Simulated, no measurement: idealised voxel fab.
The name of this process module is voxel double patterning.
Each square cell in cross-section cut measures 5 nm, and the section as a whole is 280 nm wide.
Cross-section format: a grid of square cells, given as bands from top to bottom; each band is one or more rows of cells. The entry gives the band's vertical extent as a top height and a bottom height in nm, then its horizontal make-up as materials from left to right, each with a width in nm. "blank" stands for empty space; a single material marked "edge to edge" fills the band edge to edge. Where do heights start? At 0: under that level the wafer as delivered is made of one material only. And the lowest band has no floor; it just carries on downward, as in "from 0 down". Width spec "30->40" -> top row of cells at first value, bottom row at second value, equal per-row change in between. Any step labelled "no change occurred" changed none of the cells in the cross-section. "Closed void table" - sealed voids, min. 8 cells, no opening to top; format: width x height at distance (distance from left edge; nm throughout). Where a step's line continues beyond its settings, the continuation is a remark by the simulator itself on that step. overlay nm: mask offset rightward from planned place, masked step; negative means leftward offset.
So here's the lineup of process steps we planned
step 1: op RECEIVE | material Si
step 2: op CONFORMAL_DEP | material SiO2 | thk nm 5
step 3: op DIRECTIONAL_DEP | material W | thk nm 10
step 4: op DIRECTIONAL_DEP | material SiN | thk nm 10
step 5: op MASKED_ETCH | tone open | mask id FIRST | width nm 15 | pitch nm 50 | etch materials SiN | depth nm 10 | overlay nm 0
step 6: op PATTERN | tone open | mask id SECOND | material resist | width nm 15 | pitch nm 50 | thk nm 15 | overlay nm 0
step 7: op DIRECTIONAL_ETCH | etch materials SiN | depth nm 10
step 8: op STRIP | etch materials resist
step 9: op DIRECTIONAL_ETCH | etch materials W | depth nm 10
step 10: op STRIP | etch materials SiN
The first of a set of two wafers, run to plan
Cross-section: wafer on arrival = after step 1
from 0 down: Si edge to edge
Closed void table: none
Cross-sectional representation of the wafer at the conclusion of step 2
from 5 to 0: SiO2 edge to edge
Rest of section, below 0: as before.
Cross-sectional representation of the wafer at the conclusion of step 3
from 15 to 5: W edge to edge
Rest of section, below 5: as before.
Cross-sectional representation of the wafer at the conclusion of step 4
from 25 to 15: SiN edge to edge
Rest of section, below 15: as before.
Cross-sectional representation of the wafer at the conclusion of step 5
from 25 to 15: SiN=80; blank=15; SiN=35; blank=15; SiN=35; blank=15; SiN=85
Rest of section, below 15: as before.
Cross-sectional representation of the wafer at the conclusion of step 6
from 40 to 25: resist=105; blank=15; resist=35; blank=15; resist=110
from 25 to 15: SiN=80; resist=15; SiN=35; resist=15; SiN=35; resist=15; SiN=85
Rest of section, below 15: as before.
Cross-sectional representation of the wafer at the conclusion of step 7
from 40 to 25: resist=105; blank=15; resist=35; blank=15; resist=110
from 25 to 15: SiN=80; resist=15; SiN=10; blank=15; SiN=10; resist=15; SiN=10; blank=15; SiN=10; resist=15; SiN=85
Rest of section, below 15: as before.
Cross-sectional representation of the wafer at the conclusion of step 8
from 25 to 15: SiN=80; blank=15; SiN=10; blank=15; SiN=10; blank=15; SiN=10; blank=15; SiN=10; blank=15; SiN=85
Rest of section, below 15: as before.
Cross-sectional representation of the wafer at the conclusion of step 9
from 25 to 15: SiN=80; blank=15; SiN=10; blank=15; SiN=10; blank=15; SiN=10; blank=15; SiN=10; blank=15; SiN=85
from 15 to 5: W=80; blank=15; W=10; blank=15; W=10; blank=15; W=10; blank=15; W=10; blank=15; W=85
Rest of section, below 5: as before.
Cross-sectional representation of the wafer at the conclusion of step 10
from 15 to 5: W=80; blank=15; W=10; blank=15; W=10; blank=15; W=10; blank=15; W=10; blank=15; W=85
Rest of section, below 5: as before.
Second wafer. Start and plan as for the first. One mistake made in running. Agrees with the first up to and including step 4
Cross-sectional representation of the second wafer at the time designated in the plan for the completion of step 5
from 25 to 15: blank=80; SiN=15; blank=35; SiN=15; blank=35; SiN=15; blank=85
Rest of section, below 15: as before.
Cross-sectional representation of the second wafer at the time designated in the plan for the completion of step 6
from 40 to 25: resist=105; blank=15; resist=35; blank=15; resist=110
from 25 to 15: resist=80; SiN=15; resist=10; blank=15; resist=10; SiN=15; resist=10; blank=15; resist=10; SiN=15; resist=85
Rest of section, below 15: as before.
Cross-sectional representation of the second wafer at the time designated in the plan for the completion of step 7: no change occurred
Cross-sectional representation of the second wafer at the time designated in the plan for the completion of step 8
from 25 to 15: blank=80; SiN=15; blank=35; SiN=15; blank=35; SiN=15; blank=85
Rest of section, below 15: as before.
Cross-sectional representation of the second wafer at the time designated in the plan for the completion of step 9
from 25 to 15: blank=80; SiN=15; blank=35; SiN=15; blank=35; SiN=15; blank=85
from 15 to 5: blank=80; W=15; blank=35; W=15; blank=35; W=15; blank=85
Rest of section, below 5: as before.
Cross-sectional representation of the second wafer at the time designated in the plan for the completion of step 10
from 15 to 5: blank=80; W=15; blank=35; W=15; blank=35; W=15; blank=85
Rest of section, below 5: as before.
Heads up, the wafer didn't run the way we planned it: so step 5 ended up running with a different setting than we planned, it ran as op MASKED_ETCH | tone cover | mask id FIRST | width nm 15 | pitch nm 50 | etch materials SiN | depth nm 10 | overlay nm 0
At the finish, the second wafer shows more or fewer cells for some materials than the first does: -64 W
